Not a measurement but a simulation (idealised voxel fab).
The process module that follows is named voxel released beams.
Each square cell in cross-section cut measures 5 nm, and the section as a whole is 275 nm wide.
Reading order for cross-sections: top band down to bottom band. Underlying form: a grid of square cells. Band size: one or more rows of cells. This entry defines a band. It first specifies the height of the band's top and the height of its bottom in nm, and then specifies the band's materials from left to right, stating each material with its width in nm. The word "everywhere" identifies a single material that fills the band from edge to edge, while the word "air" identifies empty space. Note: height 0 marks the level under which the wafer is uniformly one material as received. Lowest band unbounded below, written "0 down". A width given as "30..40" starts at the first number in the band's top row and ends at the second number in its bottom row, shifting by an equal amount at every step from row to row. When a step is marked "remained the same", none of the cells in the cross-section changed during that step. "Enclosed empty spaces" specifies each empty space that is not open to the top and that occupies no fewer than 8 cells, using the form width x height at distance, the distance measured from the left edge and all three quantities in nm. Formally, on a step line, whatever follows the settings is a remark that the simulator itself makes on the step. The setting "overlay nm" may be written on the line of a step. When the step uses a mask, the value reports how far to the right of the planned place the mask lay, and a negative value reports that it lay to the left.

**Process steps foreseen in the plan**
1) RECEIVE [material Si]
2) CONFORMAL_DEP [material SiN] [thk nm 5]
3) DIRECTIONAL_DEP [material SiO2] [thk nm 20]
4) MASKED_ETCH [tone open] [mask id ANCHOR] [width nm 35] [etch materials SiO2] [depth nm 20] [overlay nm 0]
5) CONFORMAL_DEP [material TiN] [thk nm 10]
6) MASKED_ETCH [tone cover] [mask id BEAM] [width nm 85] [etch materials TiN] [depth nm 10] [overlay nm 0]
7) STRIP [etch materials SiO2]

**As-received state of the wafer in cross-section, equivalent to post-step 1**
0 down = Si everywhere
Enclosed empty spaces: none

**Module complete, cross-section. Starting point and plan per above. One mistake made in running the module**
25 to 5 = SiO2 95; air 35; SiO2 145
5 to 0 = SiN everywhere
0 down = Si everywhere
Enclosed empty spaces: none
In executing the process, a mistake was made relative to the plan: rather than as planned, step 7 actually ran as STRIP [etch materials TiN]
